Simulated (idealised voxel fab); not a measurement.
A process module follows: voxel released beams.
Cross-section cut spans 210 nm and uses square cells 5 nm in size.
Just so we're on the same page, the cross-sections are grids of square cells, and they're listed out in bands top to bottom, each band one or more rows deep. A band entry consists of two parts. The first gives the height of the band's top and the height of its bottom, in nm. The rest lists the band's materials from left to right, each with its width in nm. A single material labelled with the word "full width" fills the band from edge to edge, and the word "blank" marks empty space. The level at which height equals 0 is the one under which the wafer, as it arrives, is entirely one material. No lower edge exists for the bottom band, which continues downward and is notated as in "0 down". The expression "30->40" gives the width at the extremes of the band, the first number at its top row of cells and the second at its bottom row, with the width changing by equal amounts from each row to the next in between. Any step labelled "left unchanged" changed none of the cells in the cross-section. Listed in "Enclosed cavities": every empty space of 8 or more cells without an open way to the top. Form: width x height at distance, the distance being from the left edge, all in nm. Anything after a step's settings on that line? It's the simulator's own note about the step. overlay nm: right-of-plan distance of the mask on a masked step; negative values mean left-of-plan.
-- List of planned process steps
- 1: RECEIVE: material Si
- 2: CONFORMAL_DEP: material SiN, thk nm 5
- 3: DIRECTIONAL_DEP: material SiO2, thk nm 10
- 4: DIRECTIONAL_DEP: material aC, thk nm 15
- 5: PATTERN: tone open, mask id ANCHOR, material resist, width nm 25, thk nm 35, overlay nm 0
- 6: DIRECTIONAL_ETCH: etch materials aC, depth nm 15
- 7: STRIP: etch materials resist
- 8: DIRECTIONAL_ETCH: etch materials SiO2, depth nm 10
- 9: STRIP: etch materials aC
- 10: CONFORMAL_DEP: material W, thk nm 15
- 11: DIRECTIONAL_DEP: material aC, thk nm 15
- 12: PATTERN: tone cover, mask id BEAM, material resist, width nm 120, thk nm 30, overlay nm 0
- 13: DIRECTIONAL_ETCH: etch materials aC, depth nm 15
- 14: STRIP: etch materials resist
- 15: DIRECTIONAL_ETCH: etch materials W, depth nm 15
- 16: STRIP: etch materials aC
- 17: STRIP: etch materials SiO2
All wafers enter the flow in the same state. The width nm at step 5 differs from wafer to wafer, and the plan gives the value for the first wafer.
-- Received wafers, first of several: cross-section after step 1
> 0 down  Si full width
> Enclosed cavities: none
-- Here's the first of several wafers in cross-section, end of the module, after the last step, step 17
> 30 to 15  40 blank; 120 W; 50 blank
> 15 to 5  50 blank; 25 W; 135 blank
> 5 to 0  SiN full width
> 0 down  Si full width
> Enclosed cavities: none
-- Sectional view of the last wafer upon completion of the module
> 30 to 20  40 blank; 15 W; 20 blank; 85 W; 50 blank
> 20 to 15  40 blank; 120 W; 50 blank
> 15 to 5  40 blank; 50 W; 120 blank
> 5 to 0  SiN full width
> 0 down  Si full width
> Enclosed cavities: none
-- Each row below is a wafer at the end of the module, listing for every material the number of cells it has gained (+) or lost (-) since it was received, followed by its closed voids
width nm 25, +42 SiN, +82 W, Enclosed cavities: none
width nm 30, +42 SiN, +84 W, Enclosed cavities: none
width nm 35, +42 SiN, +84 W, Enclosed cavities: none
width nm 40, +42 SiN, +84 W, Enclosed cavities: none
width nm 45, +42 SiN, +84 W, Enclosed cavities: none
width nm 50, +42 SiN, +84 W, Enclosed cavities: none
